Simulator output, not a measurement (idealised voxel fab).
process module | voxel fin reveal
cross-section cut | 180 nm wide | cells 5 nm
A cross-section is a grid of square cells, given in bands from the top down. A band is one or more rows of cells.
Each band's line starts with the height of the band's top and of its bottom, in nm. Then come its materials from left to right, each with its width in nm. One material with "throughout" fills the band from edge to edge. "air" is empty space.
Height 0 is the level under which the wafer as received is all one material. The lowest band goes on downwards, as in "0 down".
A width such as "30 to 40" changes by the same amount from each row of cells to the next, from the band's top row to its bottom row.
"no change" after a step means that no cell of the cross-section changed.
closed voids: empty space of 8 cells or more with no open way to the top, each as width x height at its distance from the left edge, in nm
after a step's settings: what the simulator itself notes on the step
overlay nm, on a step with a mask: how far to the right of its planned place the mask lay; to the left if negative
plan
1 op RECEIVE | material Si
2 op CONFORMAL_DEP | material SiN | thk nm 10
3 op MASKED_ETCH | tone cover | mask id FINS | width nm 15 | pitch nm 40 | etch materials SiN | depth nm 10 | overlay nm 0
4 op MASKED_ETCH | tone cover | mask id FINS | width nm 15 | pitch nm 40 | etch materials Si | depth nm 35 | overlay nm 0
5 op OXIDIZE | depth nm 5
6 op FILL_DEP | material SiO2 | thk nm 5
7 op CMP | height nm 10
8 op SELECTIVE_ETCH | etch materials SiO2 | depth nm 25
9 op STRIP | etch materials SiN
10 op CONFORMAL_DEP | material HfO2 | thk nm 5
first wafer, as planned
as received, after step 1
  0 down: Si throughout
  closed voids: none
after step 2
  10 to 0: SiN throughout
  below 0: unchanged
after step 3
  10 to 0: air 60 | SiN 15 | air 25 | SiN 15 | air 65
  below 0: unchanged
after step 4
  10 to 0: air 60 | SiN 15 | air 25 | SiN 15 | air 65
  0 to -35: air 60 | Si 15 | air 25 | Si 15 | air 65
  below -35: unchanged
after step 5
  10 to 0: air 60 | SiN 15 | air 25 | SiN 15 | air 65
  0 to -35: air 60 | SiO2 5 | Si 5 | SiO2 5 | air 25 | SiO2 5 | Si 5 | SiO2 5 | air 65
  -35 to -40: SiO2 65 | Si 5 | SiO2 35 | Si 5 | SiO2 70
  below -40: unchanged
after step 6
  15 to 10: SiO2 throughout
  10 to 0: SiO2 60 | SiN 15 | SiO2 25 | SiN 15 | SiO2 65
  0 to -40: SiO2 65 | Si 5 | SiO2 35 | Si 5 | SiO2 70
  below -40: unchanged
after step 7
  10 to 0: SiO2 60 | SiN 15 | SiO2 25 | SiN 15 | SiO2 65
  below 0: unchanged
after step 8
  10 to 0: air 60 | SiN 15 | air 25 | SiN 15 | air 65
  0 to -15: air 65 | Si 5 | air 35 | Si 5 | air 70
  below -15: unchanged
after step 9
  0 to -15: air 65 | Si 5 | air 35 | Si 5 | air 70
  below -15: unchanged
after step 10
  5 to 0: air 60 | HfO2 15 | air 25 | HfO2 15 | air 65
  0 to -10: air 60 | HfO2 5 | Si 5 | HfO2 5 | air 25 | HfO2 5 | Si 5 | HfO2 5 | air 65
  -10 to -15: HfO2 65 | Si 5 | HfO2 35 | Si 5 | HfO2 70
  below -15: unchanged
second wafer: like start, like plan, one mistake. Through step 7 it matches the first wafer
when step 8 should have ended
  10 to 0: air 60 | SiN 15 | air 25 | SiN 15 | air 65
  0 to -40: air 65 | Si 5 | air 35 | Si 5 | air 70
  below -40: unchanged
when step 9 should have ended
  0 to -40: air 65 | Si 5 | air 35 | Si 5 | air 70
  below -40: unchanged
when step 10 should have ended
  5 to 0: air 60 | HfO2 15 | air 25 | HfO2 15 | air 65
  0 to -35: air 60 | HfO2 5 | Si 5 | HfO2 5 | air 25 | HfO2 5 | Si 5 | HfO2 5 | air 65
  -35 to -40: HfO2 65 | Si 5 | HfO2 35 | Si 5 | HfO2 70
  below -40: unchanged
what went wrong: step 8 was run twice
at the end the second wafer has, in cells: 20 more of HfO2 | 170 fewer of SiO2
